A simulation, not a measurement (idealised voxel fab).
process module | voxel ribs on slabs
cross-section cut | 260 nm wide | cells 5 nm
A cross-section is a grid of square cells, given in bands from the top down. A band is one or more rows of cells.
Each band's line starts with the height of the band's top and of its bottom, in nm. Then come its materials from left to right, each with its width in nm. One material with "throughout" fills the band from edge to edge. "air" is empty space.
Height 0 is the level under which the wafer as received is all one material. The lowest band goes on downwards, as in "0 down".
A width such as "30 to 40" changes by the same amount from each row of cells to the next, from the band's top row to its bottom row.
"no change" after a step means that no cell of the cross-section changed.
closed voids: empty space of 8 cells or more with no open way to the top, each as width x height at its distance from the left edge, in nm
after a step's settings: what the simulator itself notes on the step
overlay nm, on a step with a mask: how far to the right of its planned place the mask lay; to the left if negative
plan
1 op RECEIVE | material Si
2 op DIRECTIONAL_DEP | material SiO2 | thk nm 30
3 op DIRECTIONAL_DEP | material polySi | thk nm 15
4 op DIRECTIONAL_DEP | material aC | thk nm 10
5 op PATTERN | tone cover | mask id RIB | material resist | width nm 15 | thk nm 30 | overlay nm 0
6 op DIRECTIONAL_ETCH | etch materials aC | depth nm 10
7 op STRIP | etch materials resist
8 op DIRECTIONAL_ETCH | etch materials polySi | depth nm 10
9 op STRIP | etch materials aC
10 op MASKED_ETCH | tone cover | mask id SLAB | width nm 75 | etch materials polySi | depth nm 5 | overlay nm 0
11 op FILL_DEP | material SiO2 | thk nm 15
12 op CMP | height nm 55
13 op DIRECTIONAL_DEP | material W | thk nm 10
14 op DIRECTIONAL_DEP | material aC | thk nm 15
15 op PATTERN | tone cover | mask id HEATER | material resist | width nm 25 | thk nm 30 | overlay nm 0
16 op DIRECTIONAL_ETCH | etch materials aC | depth nm 15
17 op STRIP | etch materials resist
18 op DIRECTIONAL_ETCH | etch materials W | depth nm 10
19 op STRIP | etch materials aC
20 op CONFORMAL_DEP | material SiN | thk nm 5
as received, after step 1
  0 down: Si throughout
  closed voids: none
a wafer at the end: this start, this plan, one mistake
  70 to 65: air 110 | SiN 35 | air 115
  65 to 60: air 110 | SiN 5 | W 25 | SiN 5 | air 115
  60 to 55: SiN 115 | W 25 | SiN 120
  55 to 45: SiO2 throughout
  45 to 35: SiO2 120 | polySi 15 | SiO2 125
  35 to 30: SiO2 95 | polySi 75 | SiO2 90
  30 to 0: SiO2 throughout
  0 down: Si throughout
  closed voids: none
what went wrong: step 10 ran as: op MASKED_ETCH | tone cover | mask id SLAB | width nm 75 | etch materials polySi | depth nm 5 | overlay nm 5
